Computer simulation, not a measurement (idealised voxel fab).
process module | voxel ribs on slabs
cross-section cut | 240 nm wide | cells 5 nm
A cross-section is a grid of square cells, given in bands from the top down. A band is one or more rows of cells.
Each band's line starts with the height of the band's top and of its bottom, in nm. Then come its materials from left to right, each with its width in nm. One material with "throughout" fills the band from edge to edge. "air" is empty space.
Height 0 is the level under which the wafer as received is all one material. The lowest band goes on downwards, as in "0 down".
A width such as "30 to 40" changes by the same amount from each row of cells to the next, from the band's top row to its bottom row.
"no change" after a step means that no cell of the cross-section changed.
closed voids: empty space of 8 cells or more with no open way to the top, each as width x height at its distance from the left edge, in nm
after a step's settings: what the simulator itself notes on the step
overlay nm, on a step with a mask: how far to the right of its planned place the mask lay; to the left if negative
plan
1 op RECEIVE | material Si
2 op DIRECTIONAL_DEP | material SiO2 | thk nm 20
3 op DIRECTIONAL_DEP | material SiN | thk nm 20
4 op DIRECTIONAL_DEP | material aC | thk nm 10
5 op PATTERN | tone cover | mask id RIB | material resist | width nm 30 | thk nm 30 | overlay nm 0
6 op DIRECTIONAL_ETCH | etch materials aC | depth nm 10
7 op STRIP | etch materials resist
8 op DIRECTIONAL_ETCH | etch materials SiN | depth nm 15
9 op STRIP | etch materials aC
10 op MASKED_ETCH | tone cover | mask id SLAB | width nm 60 | etch materials SiN | depth nm 5 | overlay nm 0
11 op FILL_DEP | material SiO2 | thk nm 15
12 op CMP | height nm 50
13 op DIRECTIONAL_DEP | material W | thk nm 5
14 op MASKED_ETCH | tone cover | mask id HEATER | width nm 40 | etch materials W | depth nm 5 | overlay nm 0
15 op CONFORMAL_DEP | material SiN | thk nm 10
as received, after step 1
  0 down: Si throughout
  closed voids: none
first wafer at the end, as planned
  65 to 60: air 90 | SiN 60 | air 90
  60 to 55: SiN throughout
  55 to 50: SiN 100 | W 40 | SiN 100
  50 to 40: SiO2 throughout
  40 to 25: SiO2 105 | SiN 30 | SiO2 105
  25 to 20: SiO2 90 | SiN 60 | SiO2 90
  20 to 0: SiO2 throughout
  0 down: Si throughout
  closed voids: none
second wafer at the end: like start, like plan, one mistake
  65 to 60: air 90 | SiN 60 | air 90
  60 to 55: SiN throughout
  55 to 50: SiN 100 | W 40 | SiN 100
  50 to 40: SiO2 throughout
  40 to 25: SiO2 105 | SiN 30 | SiO2 105
  25 to 20: SiO2 90 | SiN 60 | SiO2 90
  20 to 0: W throughout
  0 down: Si throughout
  closed voids: none
what went wrong: step 2 ran as: op DIRECTIONAL_DEP | material W | thk nm 20
at the end the second wafer has, in cells: 192 fewer of SiO2 | 192 more of W
